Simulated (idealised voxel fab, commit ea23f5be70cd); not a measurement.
process module | voxel quadruple lines
cross-section cut | 230 nm wide | cells 5 nm
A cross-section is a grid of square cells, given in bands from the top down. A band is one or more rows of cells.
Each band's line starts with the height of the band's top and of its bottom, in nm. Then come its materials from left to right, each with its width in nm. One material with "throughout" fills the band from edge to edge. "air" is empty space.
Height 0 is the level under which the wafer as received is all one material. The lowest band goes on downwards, as in "0 down".
A width such as "30 to 40" changes by the same amount from each row of cells to the next, from the band's top row to its bottom row.
"no change" after a step means that no cell of the cross-section changed.
closed voids: empty space of 8 cells or more with no open way to the top, each as width x height at its distance from the left edge, in nm
after a step's settings: what the simulator itself notes on the step
overlay nm, on a step with a mask: how far to the right of its planned place the mask lay; to the left if negative
plan
1 op RECEIVE | material Si
2 op CONFORMAL_DEP | material Al2O3 | thk nm 10
3 op DIRECTIONAL_DEP | material W | thk nm 15
4 op DIRECTIONAL_DEP | material polySi | thk nm 20
5 op DIRECTIONAL_DEP | material aC | thk nm 20
6 op PATTERN | tone cover | mask id MANDREL | material resist | width nm 35 | pitch nm 100 | thk nm 30 | overlay nm 0
7 op DIRECTIONAL_ETCH | etch materials aC | depth nm 20
8 op STRIP | etch materials resist
9 op CONFORMAL_DEP | material SiO2 | thk nm 15
10 op DIRECTIONAL_ETCH | etch materials SiO2 | depth nm 15
11 op STRIP | etch materials aC
12 op DIRECTIONAL_ETCH | etch materials polySi | depth nm 20
13 op STRIP | etch materials SiO2
14 op CONFORMAL_DEP | material SiCN | thk nm 10
15 op DIRECTIONAL_ETCH | etch materials SiCN | depth nm 10
16 op STRIP | etch materials polySi
17 op DIRECTIONAL_ETCH | etch materials W | depth nm 15
18 op STRIP | etch materials SiCN
19 op FILL_DEP | material lowk | thk nm 5
20 op CMP | height nm 25
first wafer, as planned
as received, after step 1
  0 down: Si throughout
  closed voids: none
after step 2
  10 to 0: Al2O3 throughout
  below 0: unchanged
after step 3
  25 to 10: W throughout
  below 10: unchanged
after step 4
  45 to 25: polySi throughout
  below 25: unchanged
after step 5
  65 to 45: aC throughout
  below 45: unchanged
after step 6
  95 to 65: air 45 | resist 35 | air 65 | resist 35 | air 50
  below 65: unchanged
after step 7
  75 to 65: air 45 | resist 35 | air 65 | resist 35 | air 50
  65 to 45: air 45 | aC 35 | air 65 | aC 35 | air 50
  below 45: unchanged
after step 8
  65 to 45: air 45 | aC 35 | air 65 | aC 35 | air 50
  below 45: unchanged
after step 9
  80 to 65: air 30 | SiO2 65 | air 35 | SiO2 65 | air 35
  65 to 60: air 30 | SiO2 15 | aC 35 | SiO2 15 | air 35 | SiO2 15 | aC 35 | SiO2 15 | air 35
  60 to 45: SiO2 45 | aC 35 | SiO2 65 | aC 35 | SiO2 50
  below 45: unchanged
after step 10
  65 to 45: air 30 | SiO2 15 | aC 35 | SiO2 15 | air 35 | SiO2 15 | aC 35 | SiO2 15 | air 35
  below 45: unchanged
after step 11
  65 to 45: air 30 | SiO2 15 | air 35 | SiO2 15 | air 35 | SiO2 15 | air 35 | SiO2 15 | air 35
  below 45: unchanged
after step 12
  65 to 45: air 30 | SiO2 15 | air 35 | SiO2 15 | air 35 | SiO2 15 | air 35 | SiO2 15 | air 35
  45 to 25: air 30 | polySi 15 | air 35 | polySi 15 | air 35 | polySi 15 | air 35 | polySi 15 | air 35
  below 25: unchanged
after step 13
  45 to 25: air 30 | polySi 15 | air 35 | polySi 15 | air 35 | polySi 15 | air 35 | polySi 15 | air 35
  below 25: unchanged
after step 14
  55 to 45: air 20 | SiCN 35 | air 15 | SiCN 35 | air 15 | SiCN 35 | air 15 | SiCN 35 | air 25
  45 to 35: air 20 | SiCN 10 | polySi 15 | SiCN 10 | air 15 | SiCN 10 | polySi 15 | SiCN 10 | air 15 | SiCN 10 | polySi 15 | SiCN 10 | air 15 | SiCN 10 | polySi 15 | SiCN 10 | air 25
  35 to 25: SiCN 30 | polySi 15 | SiCN 35 | polySi 15 | SiCN 35 | polySi 15 | SiCN 35 | polySi 15 | SiCN 35
  below 25: unchanged
after step 15
  45 to 25: air 20 | SiCN 10 | polySi 15 | SiCN 10 | air 15 | SiCN 10 | polySi 15 | SiCN 10 | air 15 | SiCN 10 | polySi 15 | SiCN 10 | air 15 | SiCN 10 | polySi 15 | SiCN 10 | air 25
  below 25: unchanged
after step 16
  45 to 25: air 20 | SiCN 10 | air 15 | SiCN 10 | air 15 | SiCN 10 | air 15 | SiCN 10 | air 15 | SiCN 10 | air 15 | SiCN 10 | air 15 | SiCN 10 | air 15 | SiCN 10 | air 25
  below 25: unchanged
after step 17
  45 to 25: air 20 | SiCN 10 | air 15 | SiCN 10 | air 15 | SiCN 10 | air 15 | SiCN 10 | air 15 | SiCN 10 | air 15 | SiCN 10 | air 15 | SiCN 10 | air 15 | SiCN 10 | air 25
  25 to 10: air 20 | W 10 | air 15 | W 10 | air 15 | W 10 | air 15 | W 10 | air 15 | W 10 | air 15 | W 10 | air 15 | W 10 | air 15 | W 10 | air 25
  below 10: unchanged
after step 18
  25 to 10: air 20 | W 10 | air 15 | W 10 | air 15 | W 10 | air 15 | W 10 | air 15 | W 10 | air 15 | W 10 | air 15 | W 10 | air 15 | W 10 | air 25
  below 10: unchanged
after step 19
  30 to 25: lowk throughout
  25 to 10: lowk 20 | W 10 | lowk 15 | W 10 | lowk 15 | W 10 | lowk 15 | W 10 | lowk 15 | W 10 | lowk 15 | W 10 | lowk 15 | W 10 | lowk 15 | W 10 | lowk 25
  below 10: unchanged
after step 20
  25 to 10: lowk 20 | W 10 | lowk 15 | W 10 | lowk 15 | W 10 | lowk 15 | W 10 | lowk 15 | W 10 | lowk 15 | W 10 | lowk 15 | W 10 | lowk 15 | W 10 | lowk 25
  below 10: unchanged
second wafer: like start, like plan, one mistake. Through step 1 it matches the first wafer
when step 2 should have ended
  15 to 0: W throughout
  below 0: unchanged
when step 3 should have ended
  25 to 15: Al2O3 throughout
  below 15: unchanged
when step 4 should have ended
  45 to 25: polySi throughout
  below 25: unchanged
when step 5 should have ended
  65 to 45: aC throughout
  below 45: unchanged
when step 6 should have ended
  95 to 65: air 45 | resist 35 | air 65 | resist 35 | air 50
  below 65: unchanged
when step 7 should have ended
  75 to 65: air 45 | resist 35 | air 65 | resist 35 | air 50
  65 to 45: air 45 | aC 35 | air 65 | aC 35 | air 50
  below 45: unchanged
when step 8 should have ended
  65 to 45: air 45 | aC 35 | air 65 | aC 35 | air 50
  below 45: unchanged
when step 9 should have ended
  80 to 65: air 30 | SiO2 65 | air 35 | SiO2 65 | air 35
  65 to 60: air 30 | SiO2 15 | aC 35 | SiO2 15 | air 35 | SiO2 15 | aC 35 | SiO2 15 | air 35
  60 to 45: SiO2 45 | aC 35 | SiO2 65 | aC 35 | SiO2 50
  below 45: unchanged
when step 10 should have ended
  65 to 45: air 30 | SiO2 15 | aC 35 | SiO2 15 | air 35 | SiO2 15 | aC 35 | SiO2 15 | air 35
  below 45: unchanged
when step 11 should have ended
  65 to 45: air 30 | SiO2 15 | air 35 | SiO2 15 | air 35 | SiO2 15 | air 35 | SiO2 15 | air 35
  below 45: unchanged
when step 12 should have ended
  65 to 45: air 30 | SiO2 15 | air 35 | SiO2 15 | air 35 | SiO2 15 | air 35 | SiO2 15 | air 35
  45 to 25: air 30 | polySi 15 | air 35 | polySi 15 | air 35 | polySi 15 | air 35 | polySi 15 | air 35
  below 25: unchanged
when step 13 should have ended
  45 to 25: air 30 | polySi 15 | air 35 | polySi 15 | air 35 | polySi 15 | air 35 | polySi 15 | air 35
  below 25: unchanged
when step 14 should have ended
  55 to 45: air 20 | SiCN 35 | air 15 | SiCN 35 | air 15 | SiCN 35 | air 15 | SiCN 35 | air 25
  45 to 35: air 20 | SiCN 10 | polySi 15 | SiCN 10 | air 15 | SiCN 10 | polySi 15 | SiCN 10 | air 15 | SiCN 10 | polySi 15 | SiCN 10 | air 15 | SiCN 10 | polySi 15 | SiCN 10 | air 25
  35 to 25: SiCN 30 | polySi 15 | SiCN 35 | polySi 15 | SiCN 35 | polySi 15 | SiCN 35 | polySi 15 | SiCN 35
  below 25: unchanged
when step 15 should have ended
  45 to 25: air 20 | SiCN 10 | polySi 15 | SiCN 10 | air 15 | SiCN 10 | polySi 15 | SiCN 10 | air 15 | SiCN 10 | polySi 15 | SiCN 10 | air 15 | SiCN 10 | polySi 15 | SiCN 10 | air 25
  below 25: unchanged
when step 16 should have ended
  45 to 25: air 20 | SiCN 10 | air 15 | SiCN 10 | air 15 | SiCN 10 | air 15 | SiCN 10 | air 15 | SiCN 10 | air 15 | SiCN 10 | air 15 | SiCN 10 | air 15 | SiCN 10 | air 25
  below 25: unchanged
when step 17 should have ended: no change
when step 18 should have ended
  25 to 15: Al2O3 throughout
  below 15: unchanged
when step 19 should have ended
  30 to 25: lowk throughout
  below 25: unchanged
when step 20 should have ended
  25 to 15: Al2O3 throughout
  below 15: unchanged
what went wrong: steps 2 and 3 were swapped
at the end the second wafer has, in cells: 90 more of W | 90 fewer of lowk
